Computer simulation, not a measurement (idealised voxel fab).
Process module in this document: voxel wiring stack
Xsec cut, 285 nm wide, square cell size 5 nm.
If you're reading a cross-section in this doc, picture square cells in a grid; it comes to you as bands, top ones listed first down to the bottom, and a band can be one or more rows of cells. Per band: top height and bottom height in nm, followed by the left-to-right materials and their widths in nm; "full width" marks a single material spanning edge to edge, "blank" marks empty space. Convention: height 0 is the level below which the wafer, as received, is all one material. The lowest band does not terminate at the bottom but continues downward, represented as "0 -> down". Quick explanation for "30 to 40": the width changes in equal steps down the rows of cells, from the first number in the band's top row to the second number in its bottom row. Step marked "no change"? Then no cell in the cross-section changed in it. The list in "Enclosed empty spaces" covers empty spaces of 8 cells or more that cannot reach the top through any open way, and it gives each as width x height at distance; the distance is from the left edge, and width, height and distance are in nm. On a step's line, text after the settings is the simulator commenting on that step. "overlay nm", when on a step's line for a step with a mask, measures how far to the right of its planned place the mask lay; a negative measure means to the left.
[Below is the list of planned process steps]
step 1: op RECEIVE | material Si
step 2: op CONFORMAL_DEP | material SiO2 | thk nm 15
step 3: op CONFORMAL_DEP | material SiCN | thk nm 5
step 4: op DIRECTIONAL_DEP | material lowk | thk nm 15
step 5: op DIRECTIONAL_DEP | material aC | thk nm 10
step 6: op PATTERN | tone open | mask id METAL_1 | material resist | width nm 20 | pitch nm 50 | thk nm 30 | overlay nm 0
step 7: op DIRECTIONAL_ETCH | etch materials aC | depth nm 10
step 8: op STRIP | etch materials resist
step 9: op DIRECTIONAL_ETCH | etch materials lowk | depth nm 15
step 10: op DIRECTIONAL_ETCH | etch materials SiCN | depth nm 5
step 11: op STRIP | etch materials aC
step 12: op CONFORMAL_DEP | material TiN | thk nm 5
step 13: op FILL_DEP | material Cu | thk nm 10
step 14: op CMP | height nm 35
step 15: op CONFORMAL_DEP | material SiCN | thk nm 5
step 16: op DIRECTIONAL_DEP | material lowk | thk nm 30
step 17: op PATTERN | tone open | mask id METAL_2_HOLES | material resist | width nm 15 | pitch nm 50 | thk nm 15 | overlay nm 0
step 18: op DIRECTIONAL_ETCH | etch materials lowk | depth nm 30
step 19: op STRIP | etch materials resist
step 20: op DIRECTIONAL_DEP | material aC | thk nm 15
step 21: op PATTERN | tone open | mask id METAL_2 | material resist | width nm 20 | pitch nm 50 | thk nm 35 | overlay nm 0
step 22: op DIRECTIONAL_ETCH | etch materials aC | depth nm 15
step 23: op STRIP | etch materials resist
step 24: op DIRECTIONAL_ETCH | etch materials lowk | depth nm 15
step 25: op DIRECTIONAL_ETCH | etch materials SiCN | depth nm 5
step 26: op STRIP | etch materials aC
step 27: op CONFORMAL_DEP | material TiN | thk nm 5
step 28: op FILL_DEP | material Cu | thk nm 5
step 29: op CMP | height nm 70
step 30: op CONFORMAL_DEP | material SiCN | thk nm 5
[as received, after step 1]
	0 -> down | Si full width
	Enclosed empty spaces: none
[Cross-section: first of two wafers, module finished, run according to plan]
	75 -> 70 | SiCN full width
	70 -> 60 | 80 lowk, then 5 TiN, then 10 Cu, then 5 TiN, then 30 lowk, then 5 TiN, then 10 Cu, then 5 TiN, then 30 lowk, then 5 TiN, then 10 Cu, then 5 TiN, then 85 lowk
	60 -> 55 | 80 lowk, then 5 TiN, then 5 Cu, then 10 TiN, then 30 lowk, then 5 TiN, then 5 Cu, then 10 TiN, then 30 lowk, then 5 TiN, then 5 Cu, then 10 TiN, then 85 lowk
	55 -> 40 | 80 lowk, then 5 TiN, then 5 Cu, then 5 TiN, then 35 lowk, then 5 TiN, then 5 Cu, then 5 TiN, then 35 lowk, then 5 TiN, then 5 Cu, then 5 TiN, then 90 lowk
	40 -> 35 | 80 SiCN, then 15 TiN, then 35 SiCN, then 15 TiN, then 35 SiCN, then 15 TiN, then 90 SiCN
	35 -> 20 | 80 lowk, then 5 TiN, then 10 Cu, then 5 TiN, then 30 lowk, then 5 TiN, then 10 Cu, then 5 TiN, then 30 lowk, then 5 TiN, then 10 Cu, then 5 TiN, then 85 lowk
	20 -> 15 | 80 SiCN, then 20 TiN, then 30 SiCN, then 20 TiN, then 30 SiCN, then 20 TiN, then 85 SiCN
	15 -> 0 | SiO2 full width
	0 -> down | Si full width
	Enclosed empty spaces: none
[Second wafer cross-section at end of module - shared start and plan with the first, one mistake in the run]
	75 -> 70 | SiCN full width
	70 -> 65 | Cu full width
	65 -> 60 | 85 TiN, then 10 Cu, then 40 TiN, then 10 Cu, then 40 TiN, then 10 Cu, then 90 TiN
	60 -> 50 | 80 lowk, then 5 TiN, then 10 Cu, then 5 TiN, then 30 lowk, then 5 TiN, then 10 Cu, then 5 TiN, then 30 lowk, then 5 TiN, then 10 Cu, then 5 TiN, then 85 lowk
	50 -> 40 | 80 lowk, then 5 TiN, then 5 Cu, then 10 to 5 TiN, then 30 to 35 lowk, then 5 TiN, then 5 Cu, then 10 to 5 TiN, then 30 to 35 lowk, then 5 TiN, then 5 Cu, then 10 to 5 TiN, then 85 to 90 lowk
	40 -> 35 | 80 SiCN, then 15 TiN, then 35 SiCN, then 15 TiN, then 35 SiCN, then 15 TiN, then 90 SiCN
	35 -> 20 | 80 lowk, then 5 TiN, then 10 Cu, then 5 TiN, then 30 lowk, then 5 TiN, then 10 Cu, then 5 TiN, then 30 lowk, then 5 TiN, then 10 Cu, then 5 TiN, then 85 lowk
	20 -> 15 | 80 SiCN, then 20 TiN, then 30 SiCN, then 20 TiN, then 30 SiCN, then 20 TiN, then 85 SiCN
	15 -> 0 | SiO2 full width
	0 -> down | Si full width
	Enclosed empty spaces: none
The plan and the run diverged here: step 16 ran as: op DIRECTIONAL_DEP | material lowk | thk nm 20
FYI, end of process, the second wafer has more or fewer cells of some materials than the first: +57 Cu, +39 TiN, -96 lowk
